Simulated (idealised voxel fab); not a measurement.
process module | voxel capacitor over wiring
cross-section cut | 245 nm wide | cells 5 nm
A cross-section is a grid of square cells, given in bands from the top down. A band is one or more rows of cells.
Each band's line starts with the height of the band's top and of its bottom, in nm. Then come its materials from left to right, each with its width in nm. One material with "throughout" fills the band from edge to edge. "air" is empty space.
Height 0 is the level under which the wafer as received is all one material. The lowest band goes on downwards, as in "0 down".
A width such as "30 to 40" changes by the same amount from each row of cells to the next, from the band's top row to its bottom row.
"no change" after a step means that no cell of the cross-section changed.
closed voids: empty space of 8 cells or more with no open way to the top, each as width x height at its distance from the left edge, in nm
after a step's settings: what the simulator itself notes on the step
overlay nm, on a step with a mask: how far to the right of its planned place the mask lay; to the left if negative
plan
1 op RECEIVE | material Si
2 op CONFORMAL_DEP | material SiO2 | thk nm 15
3 op DIRECTIONAL_DEP | material TiN | thk nm 5
4 op DIRECTIONAL_DEP | material W | thk nm 20
5 op DIRECTIONAL_DEP | material aC | thk nm 15
6 op PATTERN | tone cover | mask id METAL_1 | material resist | width nm 30 | pitch nm 90 | thk nm 35 | overlay nm 0
7 op DIRECTIONAL_ETCH | etch materials aC | depth nm 15
8 op STRIP | etch materials resist
9 op DIRECTIONAL_ETCH | etch materials W | depth nm 20
10 op DIRECTIONAL_ETCH | etch materials TiN | depth nm 5
11 op STRIP | etch materials aC
12 op FILL_DEP | material lowk | thk nm 5
13 op CMP | height nm 40
14 op CONFORMAL_DEP | material SiCN | thk nm 5
15 op DIRECTIONAL_DEP | material lowk | thk nm 10
16 op DIRECTIONAL_DEP | material aC | thk nm 10
17 op PATTERN | tone open | mask id PLUG_1 | material resist | width nm 15 | thk nm 25 | overlay nm 0
18 op DIRECTIONAL_ETCH | etch materials aC | depth nm 10
19 op STRIP | etch materials resist
20 op DIRECTIONAL_ETCH | etch materials lowk | depth nm 10
21 op DIRECTIONAL_ETCH | etch materials SiCN | depth nm 5
22 op STRIP | etch materials aC
23 op EPI | material Ru | thk nm 10
24 op EPI | material Ru | thk nm 5
25 op DIRECTIONAL_DEP | material TiN | thk nm 5
26 op DIRECTIONAL_DEP | material Al2O3 | thk nm 5
27 op DIRECTIONAL_DEP | material TiN | thk nm 5
28 op PATTERN | tone cover | mask id UPPER_PLATE | material resist | width nm 65 | thk nm 15 | overlay nm 0
29 op DIRECTIONAL_ETCH | etch materials TiN | depth nm 5
30 op DIRECTIONAL_ETCH | etch materials Al2O3 | depth nm 5
31 op STRIP | etch materials resist
32 op DIRECTIONAL_DEP | material aC | thk nm 10
33 op PATTERN | tone cover | mask id LOWER_PLATE | material resist | width nm 75 | thk nm 30 | overlay nm 0
34 op DIRECTIONAL_ETCH | etch materials aC | depth nm 10
35 op STRIP | etch materials resist
36 op DIRECTIONAL_ETCH | etch materials TiN | depth nm 5
37 op STRIP | etch materials aC
38 op FILL_DEP | material SiO2 | thk nm 15
39 op CMP | height nm 80
40 op PATTERN | tone open | mask id PLUG_2 | material resist | width nm 15 | thk nm 15 | overlay nm 0
41 op DIRECTIONAL_ETCH | etch materials SiO2 | depth nm 10
42 op STRIP | etch materials resist
43 op CONFORMAL_DEP | material TiN | thk nm 5
44 op FILL_DEP | material Cu | thk nm 10
45 op CMP | height nm 80
46 op CONFORMAL_DEP | material SiN | thk nm 5
as received, after step 1
  0 down: Si throughout
  closed voids: none
a wafer at the end: this start, this plan, one mistake
  85 to 80: SiN throughout
  80 to 75: SiO2 80 | TiN 5 | Cu 5 | TiN 5 | SiO2 150
  75 to 65: SiO2 80 to 75 | TiN 15 to 65 | SiO2 150 to 105
  65 to 60: SiO2 75 | Al2O3 65 | SiO2 105
  60 to 55: SiO2 70 | TiN 75 | SiO2 100
  55 to 45: lowk 75 | Ru 15 | lowk 155
  45 to 40: SiCN 75 | Ru 15 | SiCN 155
  40 to 20: lowk 60 | W 30 | lowk 60 | W 30 | lowk 65
  20 to 15: lowk 60 | TiN 30 | lowk 60 | TiN 30 | lowk 65
  15 to 0: SiO2 throughout
  0 down: Si throughout
  closed voids: none
what went wrong: step 40 ran as: op PATTERN | tone open | mask id PLUG_2 | material resist | width nm 15 | thk nm 15 | overlay nm -5
